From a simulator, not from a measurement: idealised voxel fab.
The process module presented herein is designated voxel ribs on slabs.
The cross-section on display is named cut; it measures 255 nm wide, and its cells are 5 nm squares.
In what follows, cross-sections appear as grids of square cells, described through bands that run from the top down, where every band is one or more rows of cells.
Read a band's entry like this: the first values are the height of its top and the height of its bottom in nm, and what follows is the sequence of materials from left to right, each with its width in nm. Note that "empty" is empty space, and that a single material marked "everywhere" reaches across the band from edge to edge.
Height is counted from the level 0, under which the received wafer is composed throughout of one material. The lowest of the bands is not closed at the bottom but continues downward, in the notation "top 0, no bottom".
Width spec "30 to 40" -> top row of cells at first value, bottom row at second value, equal per-row change in between.
It should be understood that the words "changes: none", when stated for a given step, signify that the cross-section underwent no change in any of its cells during that step.
"Sealed void listing" contains a list of empty spaces, each no smaller than 8 cells and without an open way to the top, written in the form width x height at distance with the distance from the left edge and all three in nm.
If you see something after the settings on a step's line, that's the simulator's own remark about that step.
overlay nm: step with mask; distance mask lay right of planned place; negative value = left of planned place.

BELOW IS THE LIST OF PLANNED PROCESS STEPS
1) RECEIVE: material Si
2) DIRECTIONAL_DEP: material SiO2, thk nm 30
3) DIRECTIONAL_DEP: material SiN, thk nm 15
4) MASKED_ETCH: tone cover, mask id RIB, width nm 20, etch materials SiN, depth nm 5, overlay nm 0
5) PATTERN: tone cover, mask id SLAB, material resist, width nm 70, thk nm 20, overlay nm 0
6) DIRECTIONAL_ETCH: etch materials SiN, depth nm 10
7) STRIP: etch materials resist
8) FILL_DEP: material SiO2, thk nm 25
9) CMP: height nm 60
10) DIRECTIONAL_DEP: material W, thk nm 10
11) DIRECTIONAL_DEP: material aC, thk nm 15
12) PATTERN: tone cover, mask id HEATER, material resist, width nm 30, thk nm 35, overlay nm 0
13) DIRECTIONAL_ETCH: etch materials aC, depth nm 15
14) STRIP: etch materials resist
15) DIRECTIONAL_ETCH: etch materials W, depth nm 10
16) STRIP: etch materials aC
17) CONFORMAL_DEP: material SiO2, thk nm 5

CROSS-SECTION OF THE WAFER UPON ARRIVAL, REPRESENTING THE STATE REACHED AFTER STEP 1
  top 0, no bottom = Si everywhere
  Sealed void listing: none

MODULE COMPLETE - CROSS-SECTION OF THE FIRST OF TWO WAFERS, RUN ACCORDING TO PLAN
  top 75, bottom 70 = 105 nm empty | 40 nm SiO2 | 110 nm empty
  top 70, bottom 65 = 105 nm empty | 5 nm SiO2 | 30 nm W | 5 nm SiO2 | 110 nm empty
  top 65, bottom 60 = 110 nm SiO2 | 30 nm W | 115 nm SiO2
  top 60, bottom 45 = SiO2 everywhere
  top 45, bottom 40 = 115 nm SiO2 | 20 nm SiN | 120 nm SiO2
  top 40, bottom 30 = 90 nm SiO2 | 70 nm SiN | 95 nm SiO2
  top 30, bottom 0 = SiO2 everywhere
  top 0, no bottom = Si everywhere
  Sealed void listing: none

WHAT THE SECOND WAFER LOOKS LIKE IN CROSS-SECTION ONCE THE MODULE IS DONE. ITS START AND ITS PLAN MATCHED THE FIRST WAFER'S EXACTLY; WHAT DIFFERED WAS ONE MISTAKE IN HOW IT WAS RUN
  top 75, bottom 70 = 115 nm SiO2 | 20 nm empty | 120 nm SiO2
  top 70, bottom 65 = 110 nm W | 5 nm SiO2 | 20 nm empty | 5 nm SiO2 | 115 nm W
  top 65, bottom 60 = 110 nm W | 30 nm SiO2 | 115 nm W
  top 60, bottom 45 = SiO2 everywhere
  top 45, bottom 40 = 115 nm SiO2 | 20 nm SiN | 120 nm SiO2
  top 40, bottom 30 = 90 nm SiO2 | 70 nm SiN | 95 nm SiO2
  top 30, bottom 0 = SiO2 everywhere
  top 0, no bottom = Si everywhere
  Sealed void listing: none
It is concluded that the wafer was processed incorrectly with respect to the plan, in that step 12 was processed under conditions differing from the plan, specifically as PATTERN: tone open, mask id HEATER, material resist, width nm 30, thk nm 35, overlay nm 0
The closing comparison, in cells, has the second wafer with more or fewer of some materials than the first: W: 78 more
